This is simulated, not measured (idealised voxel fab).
Proc. module: voxel self aligned vias
Section cut is 255 nm wide and gridded with 5 nm square cells.
Format of a cross-section: grid, square cells. Given as bands. Order: top down. Band: one or more rows of cells. Top height, bottom height, nm. Materials left to right, width each, nm. Single material + "full width" = fills band edge to edge. "empty" = empty. All heights in this document are referenced to 0, defined as the level beneath which the wafer, as received, consists entirely of one material. The lowest band is not bounded below; it extends indefinitely downward and is written in the form "0 and below". Width: "30..40" (first number = top row, second number = bottom row, same change from row to row of cells). Given "identical to before" for a step, no cell of the cross-section differs between before and after that step. Under "Internal closed voids" you'll find the enclosed gaps, the ones with no way out to the top, that are 8 cells or bigger; each reads width x height at distance, with distance counted from the left edge, everything in nm. Post-settings text on a step line: simulator's own remark regarding the step. overlay nm: on a step with a mask, how far right of its planned place the mask lay; negative means left.
List of planned process steps:
| 1 | RECEIVE with material Si |
| 2 | CONFORMAL_DEP with material SiO2, thk nm 10 |
| 3 | CONFORMAL_DEP with material SiCN, thk nm 5 |
| 4 | DIRECTIONAL_DEP with material SiO2, thk nm 25 |
| 5 | MASKED_ETCH with tone open, mask id LINES, width nm 25, pitch nm 60, etch materials SiO2, depth nm 25, overlay nm 0 |
| 6 | CONFORMAL_DEP with material TiN, thk nm 5 |
| 7 | FILL_DEP with material W, thk nm 5 |
| 8 | CMP with height nm 40 |
| 9 | SELECTIVE_ETCH with etch materials W Ru TiN, depth nm 10 |
| 10 | FILL_DEP with material SiN, thk nm 10 |
| 11 | CMP with height nm 40 |
| 12 | DIRECTIONAL_DEP with material SiO2, thk nm 20 |
| 13 | MASKED_ETCH with tone open, mask id VIAS, width nm 45, pitch nm 120, etch materials SiO2, depth nm 20, overlay nm 0 |
| 14 | MASKED_ETCH with tone open, mask id VIAS, width nm 45, pitch nm 120, etch materials SiN, depth nm 10, overlay nm 0 |
| 15 | CONFORMAL_DEP with material TiN, thk nm 5 |
| 16 | FILL_DEP with material Cu, thk nm 5 |
| 17 | CMP with height nm 60 |
| 18 | CONFORMAL_DEP with material SiCN, thk nm 5 |
Cross-section of the wafer at receipt, which is the condition after step 1:
- 0 and below  Si full width
- Internal closed voids: none
Cross-sectional view of the first of the two wafers upon completion of the module, processed in accordance with the plan:
- 65 down to 60  SiCN full width
- 60 down to 45  SiO2: 45  TiN: 5  Cu: 35  TiN: 5  SiO2: 75  TiN: 5  Cu: 35  TiN: 5  SiO2: 45
- 45 down to 40  SiO2: 45  TiN: 15  Cu: 15  TiN: 15  SiO2: 75  TiN: 15  Cu: 15  TiN: 15  SiO2: 45
- 40 down to 35  SiO2: 55  TiN: 5  Cu: 15  TiN: 5  SiO2: 35  SiN: 25  SiO2: 35  TiN: 5  Cu: 15  TiN: 5  SiO2: 55
- 35 down to 30  SiO2: 55  TiN: 25  SiO2: 35  SiN: 25  SiO2: 35  TiN: 25  SiO2: 55
- 30 down to 20  SiO2: 55  TiN: 5  W: 15  TiN: 5  SiO2: 35  TiN: 5  W: 15  TiN: 5  SiO2: 35  TiN: 5  W: 15  TiN: 5  SiO2: 55
- 20 down to 15  SiO2: 55  TiN: 25  SiO2: 35  TiN: 25  SiO2: 35  TiN: 25  SiO2: 55
- 15 down to 10  SiCN full width
- 10 down to 0  SiO2 full width
- 0 and below  Si full width
- Internal closed voids: none
Wafer two cross-section, module end. Start and plan unchanged from wafer one; one mistake made during the run:
- 65 down to 60  SiCN full width
- 60 down to 40  SiO2: 45  TiN: 5  Cu: 35  TiN: 5  SiO2: 75  TiN: 5  Cu: 35  TiN: 5  SiO2: 45
- 40 down to 35  SiO2: 45  TiN: 5  Cu: 35  TiN: 5  SiO2: 25  SiN: 25  SiO2: 25  TiN: 5  Cu: 35  TiN: 5  SiO2: 45
- 35 down to 30  SiO2: 45  TiN: 45  SiO2: 25  SiN: 25  SiO2: 25  TiN: 45  SiO2: 45
- 30 down to 20  SiO2: 45  TiN: 15  W: 15  TiN: 15  SiO2: 25  TiN: 5  W: 15  TiN: 5  SiO2: 25  TiN: 15  W: 15  TiN: 15  SiO2: 45
- 20 down to 15  SiO2: 55  TiN: 25  SiO2: 35  TiN: 25  SiO2: 35  TiN: 25  SiO2: 55
- 15 down to 10  SiCN full width
- 10 down to 0  SiO2 full width
- 0 and below  Si full width
- Internal closed voids: none
Which mistake was made when the wafer was run? step 13 of the plan was carried out twice
Count the cells at the end and the second wafer has more or fewer of some materials than the first: +16 Cu | -32 SiO2 | +16 TiN
